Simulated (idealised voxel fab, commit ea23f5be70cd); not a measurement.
The following process module bears the name voxel self aligned contacts.
In the cross-section labelled cut, the width is 190 nm and each square cell is 5 nm.
The cross-sections in this document take the form of a grid made of square cells. They are written out as bands, in order from top to bottom. Each band consists of one or more rows of cells.
Heads up on the band format: heights come first, top then bottom, in nm. After that it's the materials left to right, each with its width in nm. A single material flagged "full width" fills the whole band edge to edge, and "air" means there's empty space there.
Heights are expressed relative to 0, this being the level below which the as-received wafer comprises one material exclusively. The lowest band is unbounded in the downward direction and is denoted as in "0..down".
Width: "30->40" (first number = top row, second number = bottom row, same change from row to row of cells).
Any step labelled "remained the same" changed none of the cells in the cross-section.
Listed in "Tabulated closed voids": every empty space of 8 or more cells without an open way to the top. Form: width x height at distance, the distance being from the left edge, all in nm.
Note: text after step settings on the step line = simulator remark on that step.
"overlay nm" denotes, for a step that has a mask, the displacement of the mask to the right of its planned place, with negative values corresponding to the left.

### The process steps that were planned are listed below
1) RECEIVE | material Si
2) CONFORMAL_DEP | material SiO2 | thk nm 5
3) DIRECTIONAL_DEP | material polySi | thk nm 20
4) DIRECTIONAL_DEP | material SiN | thk nm 20
5) DIRECTIONAL_DEP | material aC | thk nm 15
6) PATTERN | tone cover | mask id GATE | material resist | width nm 25 | pitch nm 65 | thk nm 35 | overlay nm 0
7) DIRECTIONAL_ETCH | etch materials aC | depth nm 15
8) STRIP | etch materials resist
9) DIRECTIONAL_ETCH | etch materials SiN | depth nm 20
10) DIRECTIONAL_ETCH | etch materials polySi | depth nm 20
11) STRIP | etch materials aC
12) CONFORMAL_DEP | material SiN | thk nm 10
13) DIRECTIONAL_ETCH | etch materials SiN | depth nm 10
14) FILL_DEP | material SiO2 | thk nm 20
15) CMP | height nm 55
16) PATTERN | tone open | mask id CONTACT | material resist | width nm 50 | pitch nm 65 | thk nm 20 | overlay nm 0
17) DIRECTIONAL_ETCH | etch materials SiO2 | depth nm 55
18) STRIP | etch materials resist
19) CONFORMAL_DEP | material TiN | thk nm 5
20) FILL_DEP | material Ru | thk nm 5
21) CMP | height nm 55
22) CONFORMAL_DEP | material SiCN | thk nm 5

### Here's what the wafer looked like in cross-section when it arrived - that's after step 1
* 0..down | Si full width
* Tabulated closed voids: none

### End-of-module cross-section of the first of two wafers, processed as planned
* 60..55 | SiCN full width
* 55..45 | SiO2 35  TiN 5->20  Ru 40->10  TiN 5->20  SiO2 15  TiN 5->20  Ru 40->10  TiN 5->20  SiO2 40
* 45..25 | SiO2 5  SiN 45  TiN 5  Ru 10  TiN 5  SiN 45  TiN 5  Ru 10  TiN 5  SiN 45  SiO2 10
* 25..5 | SiO2 5  SiN 10  polySi 25  SiN 10  TiN 5  Ru 10  TiN 5  SiN 10  polySi 25  SiN 10  TiN 5  Ru 10  TiN 5  SiN 10  polySi 25  SiN 10  SiO2 10
* 5..0 | SiO2 50  TiN 20  SiO2 45  TiN 20  SiO2 55
* 0..down | Si full width
* Tabulated closed voids: none

### So this is wafer number two of the two, cut at the end of the module - it started where the first did and had the same plan, we just got one thing wrong running it
* 60..55 | SiCN full width
* 55..40 | SiO2 35  TiN 5  Ru 40  TiN 5  SiO2 15  TiN 5  Ru 40  TiN 5  SiO2 40
* 40..35 | SiO2 35  TiN 10  Ru 30  TiN 10  SiO2 15  TiN 10  Ru 30  TiN 10  SiO2 40
* 35..25 | SiO2 15  SiN 25  TiN 5  Ru 30  TiN 5  SiN 25  TiN 5  Ru 30  TiN 5  SiN 25  SiO2 20
* 25..5 | SiO2 15  polySi 25  TiN 5  Ru 30  TiN 5  polySi 25  TiN 5  Ru 30  TiN 5  polySi 25  SiO2 20
* 5..0 | SiO2 40  TiN 40  SiO2 25  TiN 40  SiO2 45
* 0..down | Si full width
* Tabulated closed voids: none
Nonconformance to the process plan: step 12 of the plan was omitted and not executed
Wafer comparison, final, in cells, second relative to first, materials more or fewer: 80 more of Ru; 126 fewer of SiN; 46 more of SiO2
